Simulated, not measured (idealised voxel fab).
Documented hereafter: the process module known as voxel air gaps.
Shown is cross-section cut, with a width of 235 nm and square cells of size 5 nm.
Cross-section = grid of square cells, listed top down in bands; band = one or more rows. Read a band's entry like this: the first values are the height of its top and the height of its bottom in nm, and what follows is the sequence of materials from left to right, each with its width in nm. Note that "blank" is empty space, and that a single material marked "full width" reaches across the band from edge to edge. Ref level 0: as-received wafer is one material below here. Bottom band extends down with no lower bound ("0 and below"). The expression "30..40" gives the width at the extremes of the band, the first number at its top row of cells and the second at its bottom row, with the width changing by equal amounts from each row to the next in between. "changes: none" for a step: no cell of the cross-section changed in that step. "Closed cavity list" means: voids of 8 cells or more that are shut off from the top with no open way through. Written width x height at distance, distance from the left edge, in nm. Past the settings on a step's line: simulator remark, on that step. If you see "overlay nm" on a step's line and that step has a mask, it's telling you how far right of where it was planned the mask ended up; a negative number means it went left instead.
Process steps foreseen in the plan:
step 1: RECEIVE | material Si
step 2: CONFORMAL_DEP | material SiO2 | thk nm 10
step 3: CONFORMAL_DEP | material SiCN | thk nm 5
step 4: DIRECTIONAL_DEP | material SiO2 | thk nm 40
step 5: MASKED_ETCH | tone open | mask id LINES | width nm 20 | pitch nm 45 | etch materials SiO2 | depth nm 40 | overlay nm 0
step 6: CONFORMAL_DEP | material TiN | thk nm 5
step 7: FILL_DEP | material W | thk nm 5
step 8: CMP | height nm 55
step 9: EPI | material Ru | thk nm 10
step 10: SELECTIVE_ETCH | etch materials SiO2 | depth nm 50
step 11: CONFORMAL_DEP | material SiCN | thk nm 5
Wafer at receipt (post step 1), cross-section:
    0 and below: Si full width
    Closed cavity list: none
Post-module cross-section of the first of two wafers (run per plan):
    70 down to 65: blank 25 nm, then SiCN 185 nm, then blank 25 nm
    65 down to 55: blank 25 nm, then SiCN 5 nm, then Ru 40 nm, then SiCN 5 nm, then Ru 40 nm, then SiCN 5 nm, then Ru 40 nm, then SiCN 5 nm, then Ru 40 nm, then SiCN 5 nm, then blank 25 nm
    55 down to 50: blank 25 nm, then SiCN 15 nm, then TiN 5 nm, then W 10 nm, then TiN 5 nm, then SiCN 25 nm, then TiN 5 nm, then W 10 nm, then TiN 5 nm, then SiCN 25 nm, then TiN 5 nm, then W 10 nm, then TiN 5 nm, then SiCN 25 nm, then TiN 5 nm, then W 10 nm, then TiN 5 nm, then SiCN 15 nm, then blank 25 nm
    50 down to 20: blank 35 nm, then SiCN 5 nm, then TiN 5 nm, then W 10 nm, then TiN 5 nm, then SiCN 5 nm, then blank 15 nm, then SiCN 5 nm, then TiN 5 nm, then W 10 nm, then TiN 5 nm, then SiCN 5 nm, then blank 15 nm, then SiCN 5 nm, then TiN 5 nm, then W 10 nm, then TiN 5 nm, then SiCN 5 nm, then blank 15 nm, then SiCN 5 nm, then TiN 5 nm, then W 10 nm, then TiN 5 nm, then SiCN 5 nm, then blank 35 nm
    20 down to 15: SiCN 40 nm, then TiN 20 nm, then SiCN 25 nm, then TiN 20 nm, then SiCN 25 nm, then TiN 20 nm, then SiCN 25 nm, then TiN 20 nm, then SiCN 40 nm
    15 down to 10: SiCN full width
    10 down to 0: SiO2 full width
    0 and below: Si full width
    Closed cavity list: 15 x 30 at 65; 15 x 30 at 110; 15 x 30 at 155
Here is the second of the two wafers cut open at the end of the module - same start, same plan as the first one, but we made one mistake running it:
    70 down to 65: SiCN full width
    65 down to 55: Ru full width
    55 down to 50: TiN 45 nm, then W 10 nm, then TiN 35 nm, then W 10 nm, then TiN 35 nm, then W 10 nm, then TiN 35 nm, then W 10 nm, then TiN 45 nm
    50 down to 15: SiO2 40 nm, then TiN 5 nm, then W 10 nm, then TiN 5 nm, then SiO2 25 nm, then TiN 5 nm, then W 10 nm, then TiN 5 nm, then SiO2 25 nm, then TiN 5 nm, then W 10 nm, then TiN 5 nm, then SiO2 25 nm, then TiN 5 nm, then W 10 nm, then TiN 5 nm, then SiO2 40 nm
    15 down to 10: SiO2 40 nm, then TiN 20 nm, then SiO2 25 nm, then TiN 20 nm, then SiO2 25 nm, then TiN 20 nm, then SiO2 25 nm, then TiN 20 nm, then SiO2 40 nm
    10 down to 5: SiCN full width
    5 down to 0: SiO2 full width
    0 and below: Si full width
    Closed cavity list: none
Where did the run depart from the plan? step 2 went in with a setting other than planned; the actual run was CONFORMAL_DEP | material SiO2 | thk nm 5
Looking at both finished wafers in cells, the second ends up ahead of or behind the first on some materials: +30 Ru, -100 SiCN, +201 SiO2, +39 TiN, +8 W
Final closed voids: first wafer 3, second wafer 0.
